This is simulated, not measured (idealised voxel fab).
process module | voxel wiring stack
cross-section cut | 180 nm wide | cells 5 nm
A cross-section is a grid of square cells, given in bands from the top down. A band is one or more rows of cells.
Each band's line starts with the height of the band's top and of its bottom, in nm. Then come its materials from left to right, each with its width in nm. One material with "throughout" fills the band from edge to edge. "air" is empty space.
Height 0 is the level under which the wafer as received is all one material. The lowest band goes on downwards, as in "0 down".
A width such as "30 to 40" changes by the same amount from each row of cells to the next, from the band's top row to its bottom row.
"no change" after a step means that no cell of the cross-section changed.
closed voids: empty space of 8 cells or more with no open way to the top, each as width x height at its distance from the left edge, in nm
after a step's settings: what the simulator itself notes on the step
overlay nm, on a step with a mask: how far to the right of its planned place the mask lay; to the left if negative
plan
1 op RECEIVE | material Si
2 op CONFORMAL_DEP | material SiO2 | thk nm 10
3 op DIRECTIONAL_DEP | material TiN | thk nm 5
4 op DIRECTIONAL_DEP | material W | thk nm 25
5 op DIRECTIONAL_DEP | material aC | thk nm 10
6 op PATTERN | tone cover | mask id METAL_1 | material resist | width nm 25 | pitch nm 45 | thk nm 30 | overlay nm 0
7 op DIRECTIONAL_ETCH | etch materials aC | depth nm 10
8 op STRIP | etch materials resist
9 op DIRECTIONAL_ETCH | etch materials W | depth nm 25
10 op DIRECTIONAL_ETCH | etch materials TiN | depth nm 5
11 op STRIP | etch materials aC
12 op CONFORMAL_DEP | material SiN | thk nm 5
13 op FILL_DEP | material lowk | thk nm 10
14 op CMP | height nm 40
15 op CONFORMAL_DEP | material SiCN | thk nm 5
16 op DIRECTIONAL_DEP | material lowk | thk nm 30
17 op DIRECTIONAL_DEP | material aC | thk nm 15
18 op PATTERN | tone open | mask id METAL_2_HOLES | material resist | width nm 15 | pitch nm 45 | thk nm 35 | overlay nm 0
19 op DIRECTIONAL_ETCH | etch materials aC | depth nm 15
20 op STRIP | etch materials resist
21 op DIRECTIONAL_ETCH | etch materials lowk | depth nm 30
22 op STRIP | etch materials aC
23 op DIRECTIONAL_DEP | material aC | thk nm 15
24 op PATTERN | tone open | mask id METAL_2 | material resist | width nm 25 | pitch nm 45 | thk nm 30 | overlay nm 0
25 op DIRECTIONAL_ETCH | etch materials aC | depth nm 15
26 op STRIP | etch materials resist
27 op DIRECTIONAL_ETCH | etch materials lowk | depth nm 20
28 op DIRECTIONAL_ETCH | etch materials SiCN | depth nm 5
29 op STRIP | etch materials aC
30 op CONFORMAL_DEP | material TiN | thk nm 5
31 op FILL_DEP | material Cu | thk nm 5
32 op CMP | height nm 75
33 op CONFORMAL_DEP | material SiCN | thk nm 5
34 op DIRECTIONAL_DEP | material lowk | thk nm 25
35 op DIRECTIONAL_DEP | material aC | thk nm 10
36 op PATTERN | tone open | mask id METAL_3_HOLES | material resist | width nm 15 | thk nm 25 | overlay nm 0
37 op DIRECTIONAL_ETCH | etch materials aC | depth nm 10
38 op STRIP | etch materials resist
39 op DIRECTIONAL_ETCH | etch materials lowk | depth nm 25
40 op STRIP | etch materials aC
41 op PATTERN | tone open | mask id METAL_3 | material resist | width nm 25 | pitch nm 45 | thk nm 20 | overlay nm 0
42 op DIRECTIONAL_ETCH | etch materials lowk | depth nm 15
43 op DIRECTIONAL_ETCH | etch materials SiCN | depth nm 5
44 op STRIP | etch materials resist
45 op CONFORMAL_DEP | material TiN | thk nm 5
46 op FILL_DEP | material Cu | thk nm 10
47 op CMP | height nm 105
48 op CONFORMAL_DEP | material SiCN | thk nm 5
49 op DIRECTIONAL_DEP | material SiO2 | thk nm 25
50 op MASKED_ETCH | tone open | mask id METAL_4_HOLES | width nm 15 | etch materials SiO2 | depth nm 25 | overlay nm 0
51 op DIRECTIONAL_DEP | material aC | thk nm 15
52 op PATTERN | tone open | mask id METAL_4 | material resist | width nm 25 | pitch nm 45 | thk nm 35 | overlay nm 0
53 op DIRECTIONAL_ETCH | etch materials aC | depth nm 15
54 op STRIP | etch materials resist
55 op DIRECTIONAL_ETCH | etch materials SiO2 | depth nm 15
56 op DIRECTIONAL_ETCH | etch materials SiCN | depth nm 5
57 op STRIP | etch materials aC
58 op CONFORMAL_DEP | material TiN | thk nm 5
59 op FILL_DEP | material Cu | thk nm 5
60 op CMP | height nm 135
61 op CONFORMAL_DEP | material SiCN | thk nm 5
first wafer, as planned
as received, after step 1
  0 down: Si throughout
  closed voids: none
after step 2
  10 to 0: SiO2 throughout
  below 0: unchanged
after step 3
  15 to 10: TiN throughout
  below 10: unchanged
after step 4
  40 to 15: W throughout
  below 15: unchanged
after step 5
  50 to 40: aC throughout
  below 40: unchanged
after step 6
  80 to 50: air 55 | resist 25 | air 20 | resist 25 | air 55
  below 50: unchanged
after step 7
  70 to 50: air 55 | resist 25 | air 20 | resist 25 | air 55
  50 to 40: air 55 | aC 25 | air 20 | aC 25 | air 55
  below 40: unchanged
after step 8
  50 to 40: air 55 | aC 25 | air 20 | aC 25 | air 55
  below 40: unchanged
after step 9
  50 to 40: air 55 | aC 25 | air 20 | aC 25 | air 55
  40 to 15: air 55 | W 25 | air 20 | W 25 | air 55
  below 15: unchanged
after step 10
  50 to 40: air 55 | aC 25 | air 20 | aC 25 | air 55
  40 to 15: air 55 | W 25 | air 20 | W 25 | air 55
  15 to 10: air 55 | TiN 25 | air 20 | TiN 25 | air 55
  below 10: unchanged
after step 11
  40 to 15: air 55 | W 25 | air 20 | W 25 | air 55
  below 15: unchanged
after step 12
  45 to 40: air 50 | SiN 35 | air 10 | SiN 35 | air 50
  40 to 15: air 50 | SiN 5 | W 25 | SiN 5 | air 10 | SiN 5 | W 25 | SiN 5 | air 50
  15 to 10: SiN 55 | TiN 25 | SiN 20 | TiN 25 | SiN 55
  below 10: unchanged
after step 13
  55 to 45: lowk throughout
  45 to 40: lowk 50 | SiN 35 | lowk 10 | SiN 35 | lowk 50
  40 to 15: lowk 50 | SiN 5 | W 25 | SiN 5 | lowk 10 | SiN 5 | W 25 | SiN 5 | lowk 50
  below 15: unchanged
after step 14
  40 to 15: lowk 50 | SiN 5 | W 25 | SiN 5 | lowk 10 | SiN 5 | W 25 | SiN 5 | lowk 50
  below 15: unchanged
after step 15
  45 to 40: SiCN throughout
  below 40: unchanged
after step 16
  75 to 45: lowk throughout
  below 45: unchanged
after step 17
  90 to 75: aC throughout
  below 75: unchanged
after step 18
  125 to 90: resist 55 | air 15 | resist 30 | air 15 | resist 65
  below 90: unchanged
after step 19
  110 to 90: resist 55 | air 15 | resist 30 | air 15 | resist 65
  90 to 75: aC 55 | air 15 | aC 30 | air 15 | aC 65
  below 75: unchanged
after step 20
  90 to 75: aC 55 | air 15 | aC 30 | air 15 | aC 65
  below 75: unchanged
after step 21
  90 to 75: aC 55 | air 15 | aC 30 | air 15 | aC 65
  75 to 45: lowk 55 | air 15 | lowk 30 | air 15 | lowk 65
  below 45: unchanged
after step 22
  75 to 45: lowk 55 | air 15 | lowk 30 | air 15 | lowk 65
  below 45: unchanged
after step 23
  90 to 75: aC 55 | air 15 | aC 30 | air 15 | aC 65
  75 to 60: lowk 55 | air 15 | lowk 30 | air 15 | lowk 65
  60 to 45: lowk 55 | aC 15 | lowk 30 | aC 15 | lowk 65
  below 45: unchanged
after step 24
  120 to 90: resist 55 | air 25 | resist 20 | air 25 | resist 55
  below 90: unchanged
after step 25
  105 to 90: resist 55 | air 25 | resist 20 | air 25 | resist 55
  90 to 75: aC 55 | air 25 | aC 20 | air 25 | aC 55
  75 to 45: lowk 55 | air 15 | lowk 30 | air 15 | lowk 65
  below 45: unchanged
after step 26
  90 to 75: aC 55 | air 25 | aC 20 | air 25 | aC 55
  below 75: unchanged
after step 27
  90 to 75: aC 55 | air 25 | aC 20 | air 25 | aC 55
  75 to 55: lowk 55 | air 25 | lowk 20 | air 25 | lowk 55
  below 55: unchanged
after step 28
  90 to 75: aC 55 | air 25 | aC 20 | air 25 | aC 55
  75 to 55: lowk 55 | air 25 | lowk 20 | air 25 | lowk 55
  55 to 45: lowk 55 | air 15 | lowk 30 | air 15 | lowk 65
  45 to 40: SiCN 55 | air 15 | SiCN 30 | air 15 | SiCN 65
  below 40: unchanged
after step 29
  75 to 55: lowk 55 | air 25 | lowk 20 | air 25 | lowk 55
  below 55: unchanged
after step 30
  80 to 75: TiN 60 | air 15 | TiN 30 | air 15 | TiN 60
  75 to 60: lowk 55 | TiN 5 | air 15 | TiN 5 | lowk 20 | TiN 5 | air 15 | TiN 5 | lowk 55
  60 to 55: lowk 55 | TiN 5 | air 5 | TiN 15 | lowk 20 | TiN 5 | air 5 | TiN 15 | lowk 55
  55 to 45: lowk 55 | TiN 5 | air 5 | TiN 5 | lowk 30 | TiN 5 | air 5 | TiN 5 | lowk 65
  45 to 40: SiCN 55 | TiN 15 | SiCN 30 | TiN 15 | SiCN 65
  below 40: unchanged
after step 31
  85 to 80: Cu throughout
  80 to 75: TiN 60 | Cu 15 | TiN 30 | Cu 15 | TiN 60
  75 to 60: lowk 55 | TiN 5 | Cu 15 | TiN 5 | lowk 20 | TiN 5 | Cu 15 | TiN 5 | lowk 55
  60 to 55: lowk 55 | TiN 5 | Cu 5 | TiN 15 | lowk 20 | TiN 5 | Cu 5 | TiN 15 | lowk 55
  55 to 45: lowk 55 | TiN 5 | Cu 5 | TiN 5 | lowk 30 | TiN 5 | Cu 5 | TiN 5 | lowk 65
  below 45: unchanged
after step 32
  75 to 60: lowk 55 | TiN 5 | Cu 15 | TiN 5 | lowk 20 | TiN 5 | Cu 15 | TiN 5 | lowk 55
  below 60: unchanged
after step 33
  80 to 75: SiCN throughout
  below 75: unchanged
after step 34
  105 to 80: lowk throughout
  below 80: unchanged
after step 35
  115 to 105: aC throughout
  below 105: unchanged
after step 36
  140 to 115: resist 55 | air 15 | resist 110
  below 115: unchanged
after step 37
  130 to 115: resist 55 | air 15 | resist 110
  115 to 105: aC 55 | air 15 | aC 110
  below 105: unchanged
after step 38
  115 to 105: aC 55 | air 15 | aC 110
  below 105: unchanged
after step 39
  115 to 105: aC 55 | air 15 | aC 110
  105 to 80: lowk 55 | air 15 | lowk 110
  below 80: unchanged
after step 40
  105 to 80: lowk 55 | air 15 | lowk 110
  below 80: unchanged
after step 41
  125 to 105: resist 55 | air 25 | resist 20 | air 25 | resist 55
  below 105: unchanged
after step 42
  125 to 105: resist 55 | air 25 | resist 20 | air 25 | resist 55
  105 to 90: lowk 55 | air 25 | lowk 20 | air 25 | lowk 55
  below 90: unchanged
after step 43
  125 to 105: resist 55 | air 25 | resist 20 | air 25 | resist 55
  105 to 90: lowk 55 | air 25 | lowk 20 | air 25 | lowk 55
  90 to 80: lowk 55 | air 15 | lowk 110
  80 to 75: SiCN 55 | air 15 | SiCN 110
  below 75: unchanged
after step 44
  105 to 90: lowk 55 | air 25 | lowk 20 | air 25 | lowk 55
  below 90: unchanged
after step 45
  110 to 105: TiN 60 | air 15 | TiN 30 | air 15 | TiN 60
  105 to 95: lowk 55 | TiN 5 | air 15 | TiN 5 | lowk 20 | TiN 5 | air 15 | TiN 5 | lowk 55
  95 to 90: lowk 55 | TiN 5 | air 5 | TiN 15 | lowk 20 | TiN 25 | lowk 55
  90 to 80: lowk 55 | TiN 5 | air 5 | TiN 5 | lowk 110
  80 to 75: SiCN 55 | TiN 15 | SiCN 110
  below 75: unchanged
after step 46
  120 to 110: Cu throughout
  110 to 105: TiN 60 | Cu 15 | TiN 30 | Cu 15 | TiN 60
  105 to 95: lowk 55 | TiN 5 | Cu 15 | TiN 5 | lowk 20 | TiN 5 | Cu 15 | TiN 5 | lowk 55
  95 to 90: lowk 55 | TiN 5 | Cu 5 | TiN 15 | lowk 20 | TiN 25 | lowk 55
  90 to 80: lowk 55 | TiN 5 | Cu 5 | TiN 5 | lowk 110
  below 80: unchanged
after step 47
  105 to 95: lowk 55 | TiN 5 | Cu 15 | TiN 5 | lowk 20 | TiN 5 | Cu 15 | TiN 5 | lowk 55
  below 95: unchanged
after step 48
  110 to 105: SiCN throughout
  below 105: unchanged
after step 49
  135 to 110: SiO2 throughout
  below 110: unchanged
after step 50
  135 to 110: SiO2 55 | air 15 | SiO2 110
  below 110: unchanged
after step 51
  150 to 135: aC 55 | air 15 | aC 110
  135 to 125: SiO2 55 | air 15 | SiO2 110
  125 to 110: SiO2 55 | aC 15 | SiO2 110
  below 110: unchanged
after step 52
  185 to 150: resist 55 | air 25 | resist 20 | air 25 | resist 55
  below 150: unchanged
after step 53
  170 to 150: resist 55 | air 25 | resist 20 | air 25 | resist 55
  150 to 135: aC 55 | air 25 | aC 20 | air 25 | aC 55
  135 to 110: SiO2 55 | air 15 | SiO2 110
  below 110: unchanged
after step 54
  150 to 135: aC 55 | air 25 | aC 20 | air 25 | aC 55
  below 135: unchanged
after step 55
  150 to 135: aC 55 | air 25 | aC 20 | air 25 | aC 55
  135 to 120: SiO2 55 | air 25 | SiO2 20 | air 25 | SiO2 55
  below 120: unchanged
after step 56
  150 to 135: aC 55 | air 25 | aC 20 | air 25 | aC 55
  135 to 120: SiO2 55 | air 25 | SiO2 20 | air 25 | SiO2 55
  120 to 110: SiO2 55 | air 15 | SiO2 110
  110 to 105: SiCN 55 | air 15 | SiCN 110
  below 105: unchanged
after step 57
  135 to 120: SiO2 55 | air 25 | SiO2 20 | air 25 | SiO2 55
  below 120: unchanged
after step 58
  140 to 135: TiN 60 | air 15 | TiN 30 | air 15 | TiN 60
  135 to 125: SiO2 55 | TiN 5 | air 15 | TiN 5 | SiO2 20 | TiN 5 | air 15 | TiN 5 | SiO2 55
  125 to 120: SiO2 55 | TiN 5 | air 5 | TiN 15 | SiO2 20 | TiN 25 | SiO2 55
  120 to 110: SiO2 55 | TiN 5 | air 5 | TiN 5 | SiO2 110
  110 to 105: SiCN 55 | TiN 15 | SiCN 110
  below 105: unchanged
after step 59
  145 to 140: Cu throughout
  140 to 135: TiN 60 | Cu 15 | TiN 30 | Cu 15 | TiN 60
  135 to 125: SiO2 55 | TiN 5 | Cu 15 | TiN 5 | SiO2 20 | TiN 5 | Cu 15 | TiN 5 | SiO2 55
  125 to 120: SiO2 55 | TiN 5 | Cu 5 | TiN 15 | SiO2 20 | TiN 25 | SiO2 55
  120 to 110: SiO2 55 | TiN 5 | Cu 5 | TiN 5 | SiO2 110
  below 110: unchanged
after step 60
  135 to 125: SiO2 55 | TiN 5 | Cu 15 | TiN 5 | SiO2 20 | TiN 5 | Cu 15 | TiN 5 | SiO2 55
  below 125: unchanged
after step 61
  140 to 135: SiCN throughout
  below 135: unchanged
second wafer: like start, like plan, one mistake. Through step 15 it matches the first wafer
when step 16 should have ended
  65 to 45: lowk throughout
  below 45: unchanged
when step 17 should have ended
  80 to 65: aC throughout
  below 65: unchanged
when step 18 should have ended
  115 to 80: resist 55 | air 15 | resist 30 | air 15 | resist 65
  below 80: unchanged
when step 19 should have ended
  100 to 80: resist 55 | air 15 | resist 30 | air 15 | resist 65
  80 to 65: aC 55 | air 15 | aC 30 | air 15 | aC 65
  below 65: unchanged
when step 20 should have ended
  80 to 65: aC 55 | air 15 | aC 30 | air 15 | aC 65
  below 65: unchanged
when step 21 should have ended
  80 to 65: aC 55 | air 15 | aC 30 | air 15 | aC 65
  65 to 45: lowk 55 | air 15 | lowk 30 | air 15 | lowk 65
  below 45: unchanged
when step 22 should have ended
  65 to 45: lowk 55 | air 15 | lowk 30 | air 15 | lowk 65
  below 45: unchanged
when step 23 should have ended
  80 to 65: aC 55 | air 15 | aC 30 | air 15 | aC 65
  65 to 60: lowk 55 | air 15 | lowk 30 | air 15 | lowk 65
  60 to 45: lowk 55 | aC 15 | lowk 30 | aC 15 | lowk 65
  below 45: unchanged
when step 24 should have ended
  110 to 80: resist 55 | air 25 | resist 20 | air 25 | resist 55
  below 80: unchanged
when step 25 should have ended
  95 to 80: resist 55 | air 25 | resist 20 | air 25 | resist 55
  80 to 65: aC 55 | air 25 | aC 20 | air 25 | aC 55
  65 to 45: lowk 55 | air 15 | lowk 30 | air 15 | lowk 65
  below 45: unchanged
when step 26 should have ended
  80 to 65: aC 55 | air 25 | aC 20 | air 25 | aC 55
  below 65: unchanged
when step 27 should have ended
  80 to 65: aC 55 | air 25 | aC 20 | air 25 | aC 55
  65 to 45: lowk 55 | air 25 | lowk 20 | air 25 | lowk 55
  below 45: unchanged
when step 28 should have ended
  80 to 65: aC 55 | air 25 | aC 20 | air 25 | aC 55
  65 to 45: lowk 55 | air 25 | lowk 20 | air 25 | lowk 55
  45 to 40: SiCN 55 | air 25 | SiCN 20 | air 25 | SiCN 55
  below 40: unchanged
when step 29 should have ended
  65 to 45: lowk 55 | air 25 | lowk 20 | air 25 | lowk 55
  below 45: unchanged
when step 30 should have ended
  70 to 65: TiN 60 | air 15 | TiN 30 | air 15 | TiN 60
  65 to 45: lowk 55 | TiN 5 | air 15 | TiN 5 | lowk 20 | TiN 5 | air 15 | TiN 5 | lowk 55
  45 to 40: SiCN 55 | TiN 25 | SiCN 20 | TiN 25 | SiCN 55
  below 40: unchanged
when step 31 should have ended
  75 to 70: Cu throughout
  70 to 65: TiN 60 | Cu 15 | TiN 30 | Cu 15 | TiN 60
  65 to 45: lowk 55 | TiN 5 | Cu 15 | TiN 5 | lowk 20 | TiN 5 | Cu 15 | TiN 5 | lowk 55
  below 45: unchanged
when step 32 should have ended: no change
when step 33 should have ended
  80 to 75: SiCN throughout
  below 75: unchanged
when step 34 should have ended
  105 to 80: lowk throughout
  below 80: unchanged
when step 35 should have ended
  115 to 105: aC throughout
  below 105: unchanged
when step 36 should have ended
  140 to 115: resist 55 | air 15 | resist 110
  below 115: unchanged
when step 37 should have ended
  130 to 115: resist 55 | air 15 | resist 110
  115 to 105: aC 55 | air 15 | aC 110
  below 105: unchanged
when step 38 should have ended
  115 to 105: aC 55 | air 15 | aC 110
  below 105: unchanged
when step 39 should have ended
  115 to 105: aC 55 | air 15 | aC 110
  105 to 80: lowk 55 | air 15 | lowk 110
  below 80: unchanged
when step 40 should have ended
  105 to 80: lowk 55 | air 15 | lowk 110
  below 80: unchanged
when step 41 should have ended
  125 to 105: resist 55 | air 25 | resist 20 | air 25 | resist 55
  below 105: unchanged
when step 42 should have ended
  125 to 105: resist 55 | air 25 | resist 20 | air 25 | resist 55
  105 to 90: lowk 55 | air 25 | lowk 20 | air 25 | lowk 55
  below 90: unchanged
when step 43 should have ended
  125 to 105: resist 55 | air 25 | resist 20 | air 25 | resist 55
  105 to 90: lowk 55 | air 25 | lowk 20 | air 25 | lowk 55
  90 to 80: lowk 55 | air 15 | lowk 110
  80 to 75: SiCN 55 | air 15 | SiCN 110
  below 75: unchanged
when step 44 should have ended
  105 to 90: lowk 55 | air 25 | lowk 20 | air 25 | lowk 55
  below 90: unchanged
when step 45 should have ended
  110 to 105: TiN 60 | air 15 | TiN 30 | air 15 | TiN 60
  105 to 95: lowk 55 | TiN 5 | air 15 | TiN 5 | lowk 20 | TiN 5 | air 15 | TiN 5 | lowk 55
  95 to 90: lowk 55 | TiN 5 | air 5 | TiN 15 | lowk 20 | TiN 25 | lowk 55
  90 to 80: lowk 55 | TiN 5 | air 5 | TiN 5 | lowk 110
  80 to 75: SiCN 55 | TiN 15 | SiCN 110
  below 75: unchanged
when step 46 should have ended
  120 to 110: Cu throughout
  110 to 105: TiN 60 | Cu 15 | TiN 30 | Cu 15 | TiN 60
  105 to 95: lowk 55 | TiN 5 | Cu 15 | TiN 5 | lowk 20 | TiN 5 | Cu 15 | TiN 5 | lowk 55
  95 to 90: lowk 55 | TiN 5 | Cu 5 | TiN 15 | lowk 20 | TiN 25 | lowk 55
  90 to 80: lowk 55 | TiN 5 | Cu 5 | TiN 5 | lowk 110
  below 80: unchanged
when step 47 should have ended
  105 to 95: lowk 55 | TiN 5 | Cu 15 | TiN 5 | lowk 20 | TiN 5 | Cu 15 | TiN 5 | lowk 55
  below 95: unchanged
when step 48 should have ended
  110 to 105: SiCN throughout
  below 105: unchanged
when step 49 should have ended
  135 to 110: SiO2 throughout
  below 110: unchanged
when step 50 should have ended
  135 to 110: SiO2 55 | air 15 | SiO2 110
  below 110: unchanged
when step 51 should have ended
  150 to 135: aC 55 | air 15 | aC 110
  135 to 125: SiO2 55 | air 15 | SiO2 110
  125 to 110: SiO2 55 | aC 15 | SiO2 110
  below 110: unchanged
when step 52 should have ended
  185 to 150: resist 55 | air 25 | resist 20 | air 25 | resist 55
  below 150: unchanged
when step 53 should have ended
  170 to 150: resist 55 | air 25 | resist 20 | air 25 | resist 55
  150 to 135: aC 55 | air 25 | aC 20 | air 25 | aC 55
  135 to 110: SiO2 55 | air 15 | SiO2 110
  below 110: unchanged
when step 54 should have ended
  150 to 135: aC 55 | air 25 | aC 20 | air 25 | aC 55
  below 135: unchanged
when step 55 should have ended
  150 to 135: aC 55 | air 25 | aC 20 | air 25 | aC 55
  135 to 120: SiO2 55 | air 25 | SiO2 20 | air 25 | SiO2 55
  below 120: unchanged
when step 56 should have ended
  150 to 135: aC 55 | air 25 | aC 20 | air 25 | aC 55
  135 to 120: SiO2 55 | air 25 | SiO2 20 | air 25 | SiO2 55
  120 to 110: SiO2 55 | air 15 | SiO2 110
  110 to 105: SiCN 55 | air 15 | SiCN 110
  below 105: unchanged
when step 57 should have ended
  135 to 120: SiO2 55 | air 25 | SiO2 20 | air 25 | SiO2 55
  below 120: unchanged
when step 58 should have ended
  140 to 135: TiN 60 | air 15 | TiN 30 | air 15 | TiN 60
  135 to 125: SiO2 55 | TiN 5 | air 15 | TiN 5 | SiO2 20 | TiN 5 | air 15 | TiN 5 | SiO2 55
  125 to 120: SiO2 55 | TiN 5 | air 5 | TiN 15 | SiO2 20 | TiN 25 | SiO2 55
  120 to 110: SiO2 55 | TiN 5 | air 5 | TiN 5 | SiO2 110
  110 to 105: SiCN 55 | TiN 15 | SiCN 110
  below 105: unchanged
when step 59 should have ended
  145 to 140: Cu throughout
  140 to 135: TiN 60 | Cu 15 | TiN 30 | Cu 15 | TiN 60
  135 to 125: SiO2 55 | TiN 5 | Cu 15 | TiN 5 | SiO2 20 | TiN 5 | Cu 15 | TiN 5 | SiO2 55
  125 to 120: SiO2 55 | TiN 5 | Cu 5 | TiN 15 | SiO2 20 | TiN 25 | SiO2 55
  120 to 110: SiO2 55 | TiN 5 | Cu 5 | TiN 5 | SiO2 110
  below 110: unchanged
when step 60 should have ended
  135 to 125: SiO2 55 | TiN 5 | Cu 15 | TiN 5 | SiO2 20 | TiN 5 | Cu 15 | TiN 5 | SiO2 55
  below 125: unchanged
when step 61 should have ended
  140 to 135: SiCN throughout
  below 135: unchanged
what went wrong: step 16 ran as: op DIRECTIONAL_DEP | material lowk | thk nm 20
at the end the second wafer has, in cells: 42 more of Cu | 4 fewer of SiCN | 22 more of TiN | 60 fewer of lowk
